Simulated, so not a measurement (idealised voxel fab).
Title: Process Module voxel lift off
Section shown: cut. Width: 190 nm. Cell size: 5 nm, square.
A cross-section in this document is a grid of square cells, and it is written down as bands, the top band listed before the ones below it; a band is made up of one or more rows of cells.
Within each band entry, the heights of the top and of the bottom of the band appear first, in that order and in nm; the materials of the band then follow from left to right, each with its corresponding width in nm. The designation "full width" on a single material indicates that it fills the band from edge to edge; the designation "empty" indicates empty space.
Heights are reckoned from 0. Under this level, the received wafer is all of one material. The bottommost band is open-ended downward, for example "0 down".
Graded width ("30->40"): value in top row of band = first number; value in bottom row = second number; row-to-row change constant.
For the purposes of this document, the phrase "left unchanged" attached to a step denotes that no cell within the cross-section was modified by that step.
"Closed cavity list" enumerates empty spaces isolated from the top, with no open way to it, that contain at least 8 cells, giving each as width x height at distance from the left edge, all three in nm.
Where a step's line continues beyond its settings, the continuation is a remark by the simulator itself on that step.
When a step includes a mask, the "overlay nm" setting on its line states how far to the right of its planned place that mask lay, and negative values state how far to the left.

The process steps that were planned are listed below:
1) RECEIVE with material Si
2) CONFORMAL_DEP with material Al2O3, thk nm 5
3) PATTERN with tone open, mask id LINES, material resist, width nm 30, pitch nm 55, thk nm 20, overlay nm 0
4) DIRECTIONAL_DEP with material Ru, thk nm 10
5) STRIP with etch materials resist
6) CONFORMAL_DEP with material SiCN, thk nm 5

First wafer, two in total, run as planned:

Delivered wafer in cross-section: state after step 1:
* 0 down = Si full width
* Closed cavity list: none

Cross-section of the wafer subsequent to step 2:
* 5 to 0 = Al2O3 full width
* No changes below 0.

Cross-section of the wafer subsequent to step 3:
* 25 to 5 = resist: 50  empty: 30  resist: 25  empty: 30  resist: 55
* No changes below 5.

Cross-section of the wafer subsequent to step 4:
* 35 to 25 = Ru: 50  empty: 30  Ru: 25  empty: 30  Ru: 55
* 25 to 15 = resist: 50  empty: 30  resist: 25  empty: 30  resist: 55
* 15 to 5 = resist: 50  Ru: 30  resist: 25  Ru: 30  resist: 55
* No changes below 5.

Cross-section of the wafer subsequent to step 5:
* 15 to 5 = empty: 50  Ru: 30  empty: 25  Ru: 30  empty: 55
* No changes below 5.

Cross-section of the wafer subsequent to step 6:
* 20 to 15 = empty: 45  SiCN: 40  empty: 15  SiCN: 40  empty: 50
* 15 to 10 = empty: 45  SiCN: 5  Ru: 30  SiCN: 5  empty: 15  SiCN: 5  Ru: 30  SiCN: 5  empty: 50
* 10 to 5 = SiCN: 50  Ru: 30  SiCN: 25  Ru: 30  SiCN: 55
* No changes below 5.

The second wafer: identical to the first at the outset and in its planned sequence, differing only in that one mistake was made during processing; up to and including step 2, its path is the first wafer's path:

Second wafer, sectioned view, at step 3's planned end time:
* 25 to 5 = resist: 45  empty: 30  resist: 25  empty: 30  resist: 60
* No changes below 5.

Second wafer, sectioned view, at step 4's planned end time:
* 35 to 25 = Ru: 45  empty: 30  Ru: 25  empty: 30  Ru: 60
* 25 to 15 = resist: 45  empty: 30  resist: 25  empty: 30  resist: 60
* 15 to 5 = resist: 45  Ru: 30  resist: 25  Ru: 30  resist: 60
* No changes below 5.

Second wafer, sectioned view, at step 5's planned end time:
* 15 to 5 = empty: 45  Ru: 30  empty: 25  Ru: 30  empty: 60
* No changes below 5.

Second wafer, sectioned view, at step 6's planned end time:
* 20 to 15 = empty: 40  SiCN: 40  empty: 15  SiCN: 40  empty: 55
* 15 to 10 = empty: 40  SiCN: 5  Ru: 30  SiCN: 5  empty: 15  SiCN: 5  Ru: 30  SiCN: 5  empty: 55
* 10 to 5 = SiCN: 45  Ru: 30  SiCN: 25  Ru: 30  SiCN: 60
* No changes below 5.
Want to know what went wrong? step 3 ran as: PATTERN with tone open, mask id LINES, material resist, width nm 30, pitch nm 55, thk nm 20, overlay nm -5
At the end, each material covers as many cells on the second wafer as it does on the first, though the cells it covers are elsewhere.
